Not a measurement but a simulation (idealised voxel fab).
process module | voxel wiring stack
cross-section cut | 160 nm wide | cells 5 nm
A cross-section is a grid of square cells, given in bands from the top down. A band is one or more rows of cells.
Each band's line starts with the height of the band's top and of its bottom, in nm. Then come its materials from left to right, each with its width in nm. One material with "throughout" fills the band from edge to edge. "air" is empty space.
Height 0 is the level under which the wafer as received is all one material. The lowest band goes on downwards, as in "0 down".
A width such as "30 to 40" changes by the same amount from each row of cells to the next, from the band's top row to its bottom row.
"no change" after a step means that no cell of the cross-section changed.
closed voids: empty space of 8 cells or more with no open way to the top, each as width x height at its distance from the left edge, in nm
after a step's settings: what the simulator itself notes on the step
overlay nm, on a step with a mask: how far to the right of its planned place the mask lay; to the left if negative
Each pair below shows a cross-section before one step and the cross-section after it, down to the lowest band that changed. The line under each pair gives the step between them, with its settings. The pairs can come from different runs of this module on the same starting wafer, so a pair continues from the pair above only where its "before" says so.
before
  0 down: Si throughout
  closed voids: none
after
  15 to 0: SiO2 throughout
  below 0: unchanged
  closed voids: none
the step between: op CONFORMAL_DEP | material SiO2 | thk nm 15
before: the cross-section after the pair above
after
  20 to 15: SiN throughout
  below 15: unchanged
  closed voids: none
the step between: op CONFORMAL_DEP | material SiN | thk nm 5
before: the cross-section after the pair above
after
  45 to 20: SiO2 throughout
  below 20: unchanged
  closed voids: none
the step between: op DIRECTIONAL_DEP | material SiO2 | thk nm 25
before: the cross-section after the pair above
after
  60 to 45: resist 20 | air 25 | resist 20 | air 25 | resist 20 | air 25 | resist 25
  below 45: unchanged
  closed voids: none
the step between: op PATTERN | tone open | mask id METAL_1 | material resist | width nm 25 | pitch nm 45 | thk nm 15 | overlay nm 0
before: the cross-section after the pair above
after
  60 to 45: resist 20 | air 25 | resist 20 | air 25 | resist 20 | air 25 | resist 25
  45 to 20: SiO2 20 | air 25 | SiO2 20 | air 25 | SiO2 20 | air 25 | SiO2 25
  below 20: unchanged
  closed voids: none
the step between: op DIRECTIONAL_ETCH | etch materials SiO2 | depth nm 25
before: the cross-section after the pair above
after
  60 to 45: resist 20 | air 25 | resist 20 | air 25 | resist 20 | air 25 | resist 25
  45 to 20: SiO2 20 | air 25 | SiO2 20 | air 25 | SiO2 20 | air 25 | SiO2 25
  20 to 15: SiN 20 | air 25 | SiN 20 | air 25 | SiN 20 | air 25 | SiN 25
  below 15: unchanged
  closed voids: none
the step between: op DIRECTIONAL_ETCH | etch materials SiN | depth nm 5
before: the cross-section after the pair above
after
  45 to 20: SiO2 20 | air 25 | SiO2 20 | air 25 | SiO2 20 | air 25 | SiO2 25
  below 20: unchanged
  closed voids: none
the step between: op STRIP | etch materials resist
before: the cross-section after the pair above
after
  50 to 45: TiN 25 | air 15 | TiN 30 | air 15 | TiN 30 | air 15 | TiN 30
  45 to 20: SiO2 20 | TiN 5 | air 15 | TiN 5 | SiO2 20 | TiN 5 | air 15 | TiN 5 | SiO2 20 | TiN 5 | air 15 | TiN 5 | SiO2 25
  20 to 15: SiN 20 | TiN 25 | SiN 20 | TiN 25 | SiN 20 | TiN 25 | SiN 25
  below 15: unchanged
  closed voids: none
the step between: op CONFORMAL_DEP | material TiN | thk nm 5
before: the cross-section after the pair above
after
  55 to 50: W throughout
  50 to 45: TiN 25 | W 15 | TiN 30 | W 15 | TiN 30 | W 15 | TiN 30
  45 to 20: SiO2 20 | TiN 5 | W 15 | TiN 5 | SiO2 20 | TiN 5 | W 15 | TiN 5 | SiO2 20 | TiN 5 | W 15 | TiN 5 | SiO2 25
  below 20: unchanged
  closed voids: none
the step between: op FILL_DEP | material W | thk nm 5
before: the cross-section after the pair above
after
  45 to 20: SiO2 20 | TiN 5 | W 15 | TiN 5 | SiO2 20 | TiN 5 | W 15 | TiN 5 | SiO2 20 | TiN 5 | W 15 | TiN 5 | SiO2 25
  below 20: unchanged
  closed voids: none
the step between: op CMP | height nm 45
before: the cross-section after the pair above
after
  50 to 45: SiCN throughout
  below 45: unchanged
  closed voids: none
the step between: op CONFORMAL_DEP | material SiCN | thk nm 5
before: the cross-section after the pair above
after
  80 to 50: SiO2 throughout
  below 50: unchanged
  closed voids: none
the step between: op DIRECTIONAL_DEP | material SiO2 | thk nm 30
before: the cross-section after the pair above
after
  90 to 80: aC throughout
  below 80: unchanged
  closed voids: none
the step between: op DIRECTIONAL_DEP | material aC | thk nm 10
before: the cross-section after the pair above
after
  120 to 90: resist 20 | air 15 | resist 75 | air 15 | resist 35
  below 90: unchanged
  closed voids: none
the step between: op PATTERN | tone open | mask id METAL_2_HOLES | material resist | width nm 15 | pitch nm 90 | thk nm 30 | overlay nm 0
before: the cross-section after the pair above
after
  110 to 90: resist 20 | air 15 | resist 75 | air 15 | resist 35
  90 to 80: aC 20 | air 15 | aC 75 | air 15 | aC 35
  below 80: unchanged
  closed voids: none
the step between: op DIRECTIONAL_ETCH | etch materials aC | depth nm 10
before: the cross-section after the pair above
after
  90 to 80: aC 20 | air 15 | aC 75 | air 15 | aC 35
  below 80: unchanged
  closed voids: none
the step between: op STRIP | etch materials resist
before: the cross-section after the pair above
after
  90 to 80: aC 20 | air 15 | aC 75 | air 15 | aC 35
  80 to 50: SiO2 20 | air 15 | SiO2 75 | air 15 | SiO2 35
  below 50: unchanged
  closed voids: none
the step between: op DIRECTIONAL_ETCH | etch materials SiO2 | depth nm 30
before: the cross-section after the pair above
after
  80 to 50: SiO2 20 | air 15 | SiO2 75 | air 15 | SiO2 35
  below 50: unchanged
  closed voids: none
the step between: op STRIP | etch materials aC
before: the cross-section after the pair above
after
  95 to 80: aC 20 | air 15 | aC 75 | air 15 | aC 35
  80 to 65: SiO2 20 | air 15 | SiO2 75 | air 15 | SiO2 35
  65 to 50: SiO2 20 | aC 15 | SiO2 75 | aC 15 | SiO2 35
  below 50: unchanged
  closed voids: none
the step between: op DIRECTIONAL_DEP | material aC | thk nm 15
before: the cross-section after the pair above
after
  130 to 95: resist 20 | air 25 | resist 20 | air 25 | resist 20 | air 25 | resist 25
  below 95: unchanged
  closed voids: none
the step between: op PATTERN | tone open | mask id METAL_2 | material resist | width nm 25 | pitch nm 45 | thk nm 35 | overlay nm 0
before: the cross-section after the pair above
after
  115 to 95: resist 20 | air 25 | resist 20 | air 25 | resist 20 | air 25 | resist 25
  95 to 80: aC 20 | air 25 | aC 20 | air 25 | aC 20 | air 25 | aC 25
  80 to 50: SiO2 20 | air 15 | SiO2 75 | air 15 | SiO2 35
  below 50: unchanged
  closed voids: none
the step between: op DIRECTIONAL_ETCH | etch materials aC | depth nm 15
before: the cross-section after the pair above
after
  95 to 80: aC 20 | air 25 | aC 20 | air 25 | aC 20 | air 25 | aC 25
  below 80: unchanged
  closed voids: none
the step between: op STRIP | etch materials resist
before: the cross-section after the pair above
after
  95 to 80: aC 20 | air 25 | aC 20 | air 25 | aC 20 | air 25 | aC 25
  80 to 65: SiO2 20 | air 25 | SiO2 20 | air 25 | SiO2 20 | air 25 | SiO2 25
  below 65: unchanged
  closed voids: none
the step between: op DIRECTIONAL_ETCH | etch materials SiO2 | depth nm 15
before: the cross-section after the pair above
after
  95 to 80: aC 20 | air 25 | aC 20 | air 25 | aC 20 | air 25 | aC 25
  80 to 65: SiO2 20 | air 25 | SiO2 20 | air 25 | SiO2 20 | air 25 | SiO2 25
  65 to 50: SiO2 20 | air 15 | SiO2 75 | air 15 | SiO2 35
  50 to 45: SiCN 20 | air 15 | SiCN 75 | air 15 | SiCN 35
  below 45: unchanged
  closed voids: none
the step between: op DIRECTIONAL_ETCH | etch materials SiCN | depth nm 5
before: the cross-section after the pair above
after
  80 to 65: SiO2 20 | air 25 | SiO2 20 | air 25 | SiO2 20 | air 25 | SiO2 25
  below 65: unchanged
  closed voids: none
the step between: op STRIP | etch materials aC
before: the cross-section after the pair above
after
  85 to 80: TiN 25 | air 15 | TiN 30 | air 15 | TiN 30 | air 15 | TiN 30
  80 to 70: SiO2 20 | TiN 5 | air 15 | TiN 5 | SiO2 20 | TiN 5 | air 15 | TiN 5 | SiO2 20 | TiN 5 | air 15 | TiN 5 | SiO2 25
  70 to 65: SiO2 20 | TiN 5 | air 5 | TiN 15 | SiO2 20 | TiN 25 | SiO2 20 | TiN 5 | air 5 | TiN 15 | SiO2 25
  65 to 50: SiO2 20 | TiN 5 | air 5 | TiN 5 | SiO2 75 | TiN 5 | air 5 | TiN 5 | SiO2 35
  50 to 45: SiCN 20 | TiN 15 | SiCN 75 | TiN 15 | SiCN 35
  below 45: unchanged
  closed voids: none
the step between: op CONFORMAL_DEP | material TiN | thk nm 5
before: the cross-section after the pair above
after
  95 to 85: Cu throughout
  85 to 80: TiN 25 | Cu 15 | TiN 30 | Cu 15 | TiN 30 | Cu 15 | TiN 30
  80 to 70: SiO2 20 | TiN 5 | Cu 15 | TiN 5 | SiO2 20 | TiN 5 | Cu 15 | TiN 5 | SiO2 20 | TiN 5 | Cu 15 | TiN 5 | SiO2 25
  70 to 65: SiO2 20 | TiN 5 | Cu 5 | TiN 15 | SiO2 20 | TiN 25 | SiO2 20 | TiN 5 | Cu 5 | TiN 15 | SiO2 25
  65 to 50: SiO2 20 | TiN 5 | Cu 5 | TiN 5 | SiO2 75 | TiN 5 | Cu 5 | TiN 5 | SiO2 35
  below 50: unchanged
  closed voids: none
the step between: op FILL_DEP | material Cu | thk nm 10
before: the cross-section after the pair above
after
  80 to 70: SiO2 20 | TiN 5 | Cu 15 | TiN 5 | SiO2 20 | TiN 5 | Cu 15 | TiN 5 | SiO2 20 | TiN 5 | Cu 15 | TiN 5 | SiO2 25
  below 70: unchanged
  closed voids: none
the step between: op CMP | height nm 80
before: the cross-section after the pair above
after
  85 to 80: SiCN throughout
  below 80: unchanged
  closed voids: none
the step between: op CONFORMAL_DEP | material SiCN | thk nm 5
before
  15 to 0: SiO2 throughout
  0 down: Si throughout
  closed voids: none
after
  40 to 0: SiO2 throughout
  below 0: unchanged
  closed voids: none
the step between: op DIRECTIONAL_DEP | material SiO2 | thk nm 25
before: the cross-section after the pair above
after
  55 to 40: resist 20 | air 25 | resist 20 | air 25 | resist 20 | air 25 | resist 25
  below 40: unchanged
  closed voids: none
the step between: op PATTERN | tone open | mask id METAL_1 | material resist | width nm 25 | pitch nm 45 | thk nm 15 | overlay nm 0
before: the cross-section after the pair above
after
  55 to 40: resist 20 | air 25 | resist 20 | air 25 | resist 20 | air 25 | resist 25
  40 to 15: SiO2 20 | air 25 | SiO2 20 | air 25 | SiO2 20 | air 25 | SiO2 25
  below 15: unchanged
  closed voids: none
the step between: op DIRECTIONAL_ETCH | etch materials SiO2 | depth nm 25
before: the cross-section after the pair above
after
  40 to 15: SiO2 20 | air 25 | SiO2 20 | air 25 | SiO2 20 | air 25 | SiO2 25
  below 15: unchanged
  closed voids: none
the step between: op STRIP | etch materials resist
before: the cross-section after the pair above
after
  45 to 40: TiN 25 | air 15 | TiN 30 | air 15 | TiN 30 | air 15 | TiN 30
  40 to 20: SiO2 20 | TiN 5 | air 15 | TiN 5 | SiO2 20 | TiN 5 | air 15 | TiN 5 | SiO2 20 | TiN 5 | air 15 | TiN 5 | SiO2 25
  20 to 15: SiO2 20 | TiN 25 | SiO2 20 | TiN 25 | SiO2 20 | TiN 25 | SiO2 25
  below 15: unchanged
  closed voids: none
the step between: op CONFORMAL_DEP | material TiN | thk nm 5
before: the cross-section after the pair above
after
  50 to 45: W throughout
  45 to 40: TiN 25 | W 15 | TiN 30 | W 15 | TiN 30 | W 15 | TiN 30
  40 to 20: SiO2 20 | TiN 5 | W 15 | TiN 5 | SiO2 20 | TiN 5 | W 15 | TiN 5 | SiO2 20 | TiN 5 | W 15 | TiN 5 | SiO2 25
  below 20: unchanged
  closed voids: none
the step between: op FILL_DEP | material W | thk nm 5
before: the cross-section after the pair above
after
  45 to 40: TiN 25 | W 15 | TiN 30 | W 15 | TiN 30 | W 15 | TiN 30
  below 40: unchanged
  closed voids: none
the step between: op CMP | height nm 45
before: the cross-section after the pair above
after
  50 to 45: SiCN throughout
  below 45: unchanged
  closed voids: none
the step between: op CONFORMAL_DEP | material SiCN | thk nm 5
before: the cross-section after the pair above
after
  80 to 50: SiO2 throughout
  below 50: unchanged
  closed voids: none
the step between: op DIRECTIONAL_DEP | material SiO2 | thk nm 30
before: the cross-section after the pair above
after
  90 to 80: aC throughout
  below 80: unchanged
  closed voids: none
the step between: op DIRECTIONAL_DEP | material aC | thk nm 10
before: the cross-section after the pair above
after
  120 to 90: resist 20 | air 15 | resist 75 | air 15 | resist 35
  below 90: unchanged
  closed voids: none
the step between: op PATTERN | tone open | mask id METAL_2_HOLES | material resist | width nm 15 | pitch nm 90 | thk nm 30 | overlay nm 0
before: the cross-section after the pair above
after
  110 to 90: resist 20 | air 15 | resist 75 | air 15 | resist 35
  90 to 80: aC 20 | air 15 | aC 75 | air 15 | aC 35
  below 80: unchanged
  closed voids: none
the step between: op DIRECTIONAL_ETCH | etch materials aC | depth nm 10
before: the cross-section after the pair above
after
  90 to 80: aC 20 | air 15 | aC 75 | air 15 | aC 35
  below 80: unchanged
  closed voids: none
the step between: op STRIP | etch materials resist
before: the cross-section after the pair above
after
  90 to 80: aC 20 | air 15 | aC 75 | air 15 | aC 35
  80 to 50: SiO2 20 | air 15 | SiO2 75 | air 15 | SiO2 35
  below 50: unchanged
  closed voids: none
the step between: op DIRECTIONAL_ETCH | etch materials SiO2 | depth nm 30
before: the cross-section after the pair above
after
  80 to 50: SiO2 20 | air 15 | SiO2 75 | air 15 | SiO2 35
  below 50: unchanged
  closed voids: none
the step between: op STRIP | etch materials aC
before: the cross-section after the pair above
after
  95 to 80: aC 20 | air 15 | aC 75 | air 15 | aC 35
  80 to 65: SiO2 20 | air 15 | SiO2 75 | air 15 | SiO2 35
  65 to 50: SiO2 20 | aC 15 | SiO2 75 | aC 15 | SiO2 35
  below 50: unchanged
  closed voids: none
the step between: op DIRECTIONAL_DEP | material aC | thk nm 15
before: the cross-section after the pair above
after
  130 to 95: resist 20 | air 25 | resist 20 | air 25 | resist 20 | air 25 | resist 25
  below 95: unchanged
  closed voids: none
the step between: op PATTERN | tone open | mask id METAL_2 | material resist | width nm 25 | pitch nm 45 | thk nm 35 | overlay nm 0
before: the cross-section after the pair above
after
  115 to 95: resist 20 | air 25 | resist 20 | air 25 | resist 20 | air 25 | resist 25
  95 to 80: aC 20 | air 25 | aC 20 | air 25 | aC 20 | air 25 | aC 25
  80 to 50: SiO2 20 | air 15 | SiO2 75 | air 15 | SiO2 35
  below 50: unchanged
  closed voids: none
the step between: op DIRECTIONAL_ETCH | etch materials aC | depth nm 15
before: the cross-section after the pair above
after
  95 to 80: aC 20 | air 25 | aC 20 | air 25 | aC 20 | air 25 | aC 25
  below 80: unchanged
  closed voids: none
the step between: op STRIP | etch materials resist
before: the cross-section after the pair above
after
  95 to 80: aC 20 | air 25 | aC 20 | air 25 | aC 20 | air 25 | aC 25
  80 to 65: SiO2 20 | air 25 | SiO2 20 | air 25 | SiO2 20 | air 25 | SiO2 25
  below 65: unchanged
  closed voids: none
the step between: op DIRECTIONAL_ETCH | etch materials SiO2 | depth nm 15
before: the cross-section after the pair above
after
  95 to 80: aC 20 | air 25 | aC 20 | air 25 | aC 20 | air 25 | aC 25
  80 to 65: SiO2 20 | air 25 | SiO2 20 | air 25 | SiO2 20 | air 25 | SiO2 25
  65 to 50: SiO2 20 | air 15 | SiO2 75 | air 15 | SiO2 35
  50 to 45: SiCN 20 | air 15 | SiCN 75 | air 15 | SiCN 35
  below 45: unchanged
  closed voids: none
the step between: op DIRECTIONAL_ETCH | etch materials SiCN | depth nm 5
before: the cross-section after the pair above
after
  80 to 65: SiO2 20 | air 25 | SiO2 20 | air 25 | SiO2 20 | air 25 | SiO2 25
  below 65: unchanged
  closed voids: none
the step between: op STRIP | etch materials aC
before: the cross-section after the pair above
after
  85 to 80: TiN 25 | air 15 | TiN 30 | air 15 | TiN 30 | air 15 | TiN 30
  80 to 70: SiO2 20 | TiN 5 | air 15 | TiN 5 | SiO2 20 | TiN 5 | air 15 | TiN 5 | SiO2 20 | TiN 5 | air 15 | TiN 5 | SiO2 25
  70 to 65: SiO2 20 | TiN 5 | air 5 | TiN 15 | SiO2 20 | TiN 25 | SiO2 20 | TiN 5 | air 5 | TiN 15 | SiO2 25
  65 to 50: SiO2 20 | TiN 5 | air 5 | TiN 5 | SiO2 75 | TiN 5 | air 5 | TiN 5 | SiO2 35
  50 to 45: SiCN 20 | TiN 15 | SiCN 75 | TiN 15 | SiCN 35
  below 45: unchanged
  closed voids: none
the step between: op CONFORMAL_DEP | material TiN | thk nm 5
before: the cross-section after the pair above
after
  95 to 85: Cu throughout
  85 to 80: TiN 25 | Cu 15 | TiN 30 | Cu 15 | TiN 30 | Cu 15 | TiN 30
  80 to 70: SiO2 20 | TiN 5 | Cu 15 | TiN 5 | SiO2 20 | TiN 5 | Cu 15 | TiN 5 | SiO2 20 | TiN 5 | Cu 15 | TiN 5 | SiO2 25
  70 to 65: SiO2 20 | TiN 5 | Cu 5 | TiN 15 | SiO2 20 | TiN 25 | SiO2 20 | TiN 5 | Cu 5 | TiN 15 | SiO2 25
  65 to 50: SiO2 20 | TiN 5 | Cu 5 | TiN 5 | SiO2 75 | TiN 5 | Cu 5 | TiN 5 | SiO2 35
  below 50: unchanged
  closed voids: none
the step between: op FILL_DEP | material Cu | thk nm 10
before: the cross-section after the pair above
after
  80 to 70: SiO2 20 | TiN 5 | Cu 15 | TiN 5 | SiO2 20 | TiN 5 | Cu 15 | TiN 5 | SiO2 20 | TiN 5 | Cu 15 | TiN 5 | SiO2 25
  below 70: unchanged
  closed voids: none
the step between: op CMP | height nm 80
before: the cross-section after the pair above
after
  85 to 80: SiCN throughout
  below 80: unchanged
  closed voids: none
the step between: op CONFORMAL_DEP | material SiCN | thk nm 5
before
  15 to 0: SiO2 throughout
  0 down: Si throughout
  closed voids: none
after
  30 to 0: SiO2 throughout
  below 0: unchanged
  closed voids: none
the step between: op CONFORMAL_DEP | material SiO2 | thk nm 15
before: the cross-section after the pair above
after
  35 to 30: SiN throughout
  below 30: unchanged
  closed voids: none
the step between: op CONFORMAL_DEP | material SiN | thk nm 5
before: the cross-section after the pair above
after
  60 to 35: SiO2 throughout
  below 35: unchanged
  closed voids: none
the step between: op DIRECTIONAL_DEP | material SiO2 | thk nm 25
before: the cross-section after the pair above
after
  75 to 60: resist 20 | air 25 | resist 20 | air 25 | resist 20 | air 25 | resist 25
  below 60: unchanged
  closed voids: none
the step between: op PATTERN | tone open | mask id METAL_1 | material resist | width nm 25 | pitch nm 45 | thk nm 15 | overlay nm 0
before: the cross-section after the pair above
after
  75 to 60: resist 20 | air 25 | resist 20 | air 25 | resist 20 | air 25 | resist 25
  60 to 35: SiO2 20 | air 25 | SiO2 20 | air 25 | SiO2 20 | air 25 | SiO2 25
  below 35: unchanged
  closed voids: none
the step between: op DIRECTIONAL_ETCH | etch materials SiO2 | depth nm 25
before: the cross-section after the pair above
after
  75 to 60: resist 20 | air 25 | resist 20 | air 25 | resist 20 | air 25 | resist 25
  60 to 35: SiO2 20 | air 25 | SiO2 20 | air 25 | SiO2 20 | air 25 | SiO2 25
  35 to 30: SiN 20 | air 25 | SiN 20 | air 25 | SiN 20 | air 25 | SiN 25
  below 30: unchanged
  closed voids: none
the step between: op DIRECTIONAL_ETCH | etch materials SiN | depth nm 5
before: the cross-section after the pair above
after
  60 to 35: SiO2 20 | air 25 | SiO2 20 | air 25 | SiO2 20 | air 25 | SiO2 25
  below 35: unchanged
  closed voids: none
the step between: op STRIP | etch materials resist
before: the cross-section after the pair above
after
  65 to 60: TiN 25 | air 15 | TiN 30 | air 15 | TiN 30 | air 15 | TiN 30
  60 to 35: SiO2 20 | TiN 5 | air 15 | TiN 5 | SiO2 20 | TiN 5 | air 15 | TiN 5 | SiO2 20 | TiN 5 | air 15 | TiN 5 | SiO2 25
  35 to 30: SiN 20 | TiN 25 | SiN 20 | TiN 25 | SiN 20 | TiN 25 | SiN 25
  below 30: unchanged
  closed voids: none
the step between: op CONFORMAL_DEP | material TiN | thk nm 5
before: the cross-section after the pair above
after
  70 to 65: W throughout
  65 to 60: TiN 25 | W 15 | TiN 30 | W 15 | TiN 30 | W 15 | TiN 30
  60 to 35: SiO2 20 | TiN 5 | W 15 | TiN 5 | SiO2 20 | TiN 5 | W 15 | TiN 5 | SiO2 20 | TiN 5 | W 15 | TiN 5 | SiO2 25
  below 35: unchanged
  closed voids: none
the step between: op FILL_DEP | material W | thk nm 5
before: the cross-section after the pair above
after
  45 to 35: SiO2 20 | TiN 5 | W 15 | TiN 5 | SiO2 20 | TiN 5 | W 15 | TiN 5 | SiO2 20 | TiN 5 | W 15 | TiN 5 | SiO2 25
  below 35: unchanged
  closed voids: none
the step between: op CMP | height nm 45
before: the cross-section after the pair above
after
  50 to 45: SiCN throughout
  below 45: unchanged
  closed voids: none
the step between: op CONFORMAL_DEP | material SiCN | thk nm 5
before: the cross-section after the pair above
after
  80 to 50: SiO2 throughout
  below 50: unchanged
  closed voids: none
the step between: op DIRECTIONAL_DEP | material SiO2 | thk nm 30
before: the cross-section after the pair above
after
  90 to 80: aC throughout
  below 80: unchanged
  closed voids: none
the step between: op DIRECTIONAL_DEP | material aC | thk nm 10
before: the cross-section after the pair above
after
  120 to 90: resist 20 | air 15 | resist 75 | air 15 | resist 35
  below 90: unchanged
  closed voids: none
the step between: op PATTERN | tone open | mask id METAL_2_HOLES | material resist | width nm 15 | pitch nm 90 | thk nm 30 | overlay nm 0
before: the cross-section after the pair above
after
  110 to 90: resist 20 | air 15 | resist 75 | air 15 | resist 35
  90 to 80: aC 20 | air 15 | aC 75 | air 15 | aC 35
  below 80: unchanged
  closed voids: none
the step between: op DIRECTIONAL_ETCH | etch materials aC | depth nm 10
before: the cross-section after the pair above
after
  90 to 80: aC 20 | air 15 | aC 75 | air 15 | aC 35
  below 80: unchanged
  closed voids: none
the step between: op STRIP | etch materials resist
before: the cross-section after the pair above
after
  90 to 80: aC 20 | air 15 | aC 75 | air 15 | aC 35
  80 to 50: SiO2 20 | air 15 | SiO2 75 | air 15 | SiO2 35
  below 50: unchanged
  closed voids: none
the step between: op DIRECTIONAL_ETCH | etch materials SiO2 | depth nm 30
before: the cross-section after the pair above
after
  80 to 50: SiO2 20 | air 15 | SiO2 75 | air 15 | SiO2 35
  below 50: unchanged
  closed voids: none
the step between: op STRIP | etch materials aC
before: the cross-section after the pair above
after
  95 to 80: aC 20 | air 15 | aC 75 | air 15 | aC 35
  80 to 65: SiO2 20 | air 15 | SiO2 75 | air 15 | SiO2 35
  65 to 50: SiO2 20 | aC 15 | SiO2 75 | aC 15 | SiO2 35
  below 50: unchanged
  closed voids: none
the step between: op DIRECTIONAL_DEP | material aC | thk nm 15
before: the cross-section after the pair above
after
  130 to 95: resist 20 | air 25 | resist 20 | air 25 | resist 20 | air 25 | resist 25
  below 95: unchanged
  closed voids: none
the step between: op PATTERN | tone open | mask id METAL_2 | material resist | width nm 25 | pitch nm 45 | thk nm 35 | overlay nm 0
before: the cross-section after the pair above
after
  115 to 95: resist 20 | air 25 | resist 20 | air 25 | resist 20 | air 25 | resist 25
  95 to 80: aC 20 | air 25 | aC 20 | air 25 | aC 20 | air 25 | aC 25
  80 to 50: SiO2 20 | air 15 | SiO2 75 | air 15 | SiO2 35
  below 50: unchanged
  closed voids: none
the step between: op DIRECTIONAL_ETCH | etch materials aC | depth nm 15
before: the cross-section after the pair above
after
  95 to 80: aC 20 | air 25 | aC 20 | air 25 | aC 20 | air 25 | aC 25
  below 80: unchanged
  closed voids: none
the step between: op STRIP | etch materials resist
before: the cross-section after the pair above
after
  95 to 80: aC 20 | air 25 | aC 20 | air 25 | aC 20 | air 25 | aC 25
  80 to 65: SiO2 20 | air 25 | SiO2 20 | air 25 | SiO2 20 | air 25 | SiO2 25
  below 65: unchanged
  closed voids: none
the step between: op DIRECTIONAL_ETCH | etch materials SiO2 | depth nm 15
before: the cross-section after the pair above
after
  95 to 80: aC 20 | air 25 | aC 20 | air 25 | aC 20 | air 25 | aC 25
  80 to 65: SiO2 20 | air 25 | SiO2 20 | air 25 | SiO2 20 | air 25 | SiO2 25
  65 to 50: SiO2 20 | air 15 | SiO2 75 | air 15 | SiO2 35
  50 to 45: SiCN 20 | air 15 | SiCN 75 | air 15 | SiCN 35
  below 45: unchanged
  closed voids: none
the step between: op DIRECTIONAL_ETCH | etch materials SiCN | depth nm 5
before: the cross-section after the pair above
after
  80 to 65: SiO2 20 | air 25 | SiO2 20 | air 25 | SiO2 20 | air 25 | SiO2 25
  below 65: unchanged
  closed voids: none
the step between: op STRIP | etch materials aC
before: the cross-section after the pair above
after
  85 to 80: TiN 25 | air 15 | TiN 30 | air 15 | TiN 30 | air 15 | TiN 30
  80 to 70: SiO2 20 | TiN 5 | air 15 | TiN 5 | SiO2 20 | TiN 5 | air 15 | TiN 5 | SiO2 20 | TiN 5 | air 15 | TiN 5 | SiO2 25
  70 to 65: SiO2 20 | TiN 5 | air 5 | TiN 15 | SiO2 20 | TiN 25 | SiO2 20 | TiN 5 | air 5 | TiN 15 | SiO2 25
  65 to 50: SiO2 20 | TiN 5 | air 5 | TiN 5 | SiO2 75 | TiN 5 | air 5 | TiN 5 | SiO2 35
  50 to 45: SiCN 20 | TiN 15 | SiCN 75 | TiN 15 | SiCN 35
  below 45: unchanged
  closed voids: none
the step between: op CONFORMAL_DEP | material TiN | thk nm 5
before: the cross-section after the pair above
after
  95 to 85: Cu throughout
  85 to 80: TiN 25 | Cu 15 | TiN 30 | Cu 15 | TiN 30 | Cu 15 | TiN 30
  80 to 70: SiO2 20 | TiN 5 | Cu 15 | TiN 5 | SiO2 20 | TiN 5 | Cu 15 | TiN 5 | SiO2 20 | TiN 5 | Cu 15 | TiN 5 | SiO2 25
  70 to 65: SiO2 20 | TiN 5 | Cu 5 | TiN 15 | SiO2 20 | TiN 25 | SiO2 20 | TiN 5 | Cu 5 | TiN 15 | SiO2 25
  65 to 50: SiO2 20 | TiN 5 | Cu 5 | TiN 5 | SiO2 75 | TiN 5 | Cu 5 | TiN 5 | SiO2 35
  below 50: unchanged
  closed voids: none
the step between: op FILL_DEP | material Cu | thk nm 10
before: the cross-section after the pair above
after
  80 to 70: SiO2 20 | TiN 5 | Cu 15 | TiN 5 | SiO2 20 | TiN 5 | Cu 15 | TiN 5 | SiO2 20 | TiN 5 | Cu 15 | TiN 5 | SiO2 25
  below 70: unchanged
  closed voids: none
the step between: op CMP | height nm 80
before: the cross-section after the pair above
after
  85 to 80: SiCN throughout
  below 80: unchanged
  closed voids: none
the step between: op CONFORMAL_DEP | material SiCN | thk nm 5
before
  45 to 20: SiO2 20 | TiN 5 | W 15 | TiN 5 | SiO2 20 | TiN 5 | W 15 | TiN 5 | SiO2 20 | TiN 5 | W 15 | TiN 5 | SiO2 25
  20 to 15: SiN 20 | TiN 25 | SiN 20 | TiN 25 | SiN 20 | TiN 25 | SiN 25
  15 to 0: SiO2 throughout
  0 down: Si throughout
  closed voids: none
after
  75 to 45: SiO2 throughout
  below 45: unchanged
  closed voids: none
the step between: op DIRECTIONAL_DEP | material SiO2 | thk nm 30
before: the cross-section after the pair above
after
  80 to 75: SiCN throughout
  below 75: unchanged
  closed voids: none
the step between: op CONFORMAL_DEP | material SiCN | thk nm 5
before: the cross-section after the pair above
after
  90 to 80: aC throughout
  below 80: unchanged
  closed voids: none
the step between: op DIRECTIONAL_DEP | material aC | thk nm 10
before: the cross-section after the pair above
after
  120 to 90: resist 20 | air 15 | resist 75 | air 15 | resist 35
  below 90: unchanged
  closed voids: none
the step between: op PATTERN | tone open | mask id METAL_2_HOLES | material resist | width nm 15 | pitch nm 90 | thk nm 30 | overlay nm 0
before: the cross-section after the pair above
after
  110 to 90: resist 20 | air 15 | resist 75 | air 15 | resist 35
  90 to 80: aC 20 | air 15 | aC 75 | air 15 | aC 35
  below 80: unchanged
  closed voids: none
the step between: op DIRECTIONAL_ETCH | etch materials aC | depth nm 10
before: the cross-section after the pair above
after
  90 to 80: aC 20 | air 15 | aC 75 | air 15 | aC 35
  below 80: unchanged
  closed voids: none
the step between: op STRIP | etch materials resist
before: the cross-section after the pair above
after
  80 to 75: SiCN throughout
  below 75: unchanged
  closed voids: none
the step between: op STRIP | etch materials aC
before: the cross-section after the pair above
after
  95 to 80: aC throughout
  below 80: unchanged
  closed voids: none
the step between: op DIRECTIONAL_DEP | material aC | thk nm 15
before: the cross-section after the pair above
after
  130 to 95: resist 20 | air 25 | resist 20 | air 25 | resist 20 | air 25 | resist 25
  below 95: unchanged
  closed voids: none
the step between: op PATTERN | tone open | mask id METAL_2 | material resist | width nm 25 | pitch nm 45 | thk nm 35 | overlay nm 0
before: the cross-section after the pair above
after
  115 to 95: resist 20 | air 25 | resist 20 | air 25 | resist 20 | air 25 | resist 25
  95 to 80: aC 20 | air 25 | aC 20 | air 25 | aC 20 | air 25 | aC 25
  below 80: unchanged
  closed voids: none
the step between: op DIRECTIONAL_ETCH | etch materials aC | depth nm 15
before: the cross-section after the pair above
after
  95 to 80: aC 20 | air 25 | aC 20 | air 25 | aC 20 | air 25 | aC 25
  below 80: unchanged
  closed voids: none
the step between: op STRIP | etch materials resist
before: the cross-section after the pair above
after
  95 to 80: aC 20 | air 25 | aC 20 | air 25 | aC 20 | air 25 | aC 25
  80 to 75: SiCN 20 | air 25 | SiCN 20 | air 25 | SiCN 20 | air 25 | SiCN 25
  below 75: unchanged
  closed voids: none
the step between: op DIRECTIONAL_ETCH | etch materials SiCN | depth nm 5
before: the cross-section after the pair above
after
  80 to 75: SiCN 20 | air 25 | SiCN 20 | air 25 | SiCN 20 | air 25 | SiCN 25
  below 75: unchanged
  closed voids: none
the step between: op STRIP | etch materials aC
before: the cross-section after the pair above
after
  85 to 80: TiN 25 | air 15 | TiN 30 | air 15 | TiN 30 | air 15 | TiN 30
  80 to 75: SiCN 20 | TiN 25 | SiCN 20 | TiN 25 | SiCN 20 | TiN 25 | SiCN 25
  below 75: unchanged
  closed voids: none
the step between: op CONFORMAL_DEP | material TiN | thk nm 5
before: the cross-section after the pair above
after
  95 to 85: Cu throughout
  85 to 80: TiN 25 | Cu 15 | TiN 30 | Cu 15 | TiN 30 | Cu 15 | TiN 30
  below 80: unchanged
  closed voids: none
the step between: op FILL_DEP | material Cu | thk nm 10
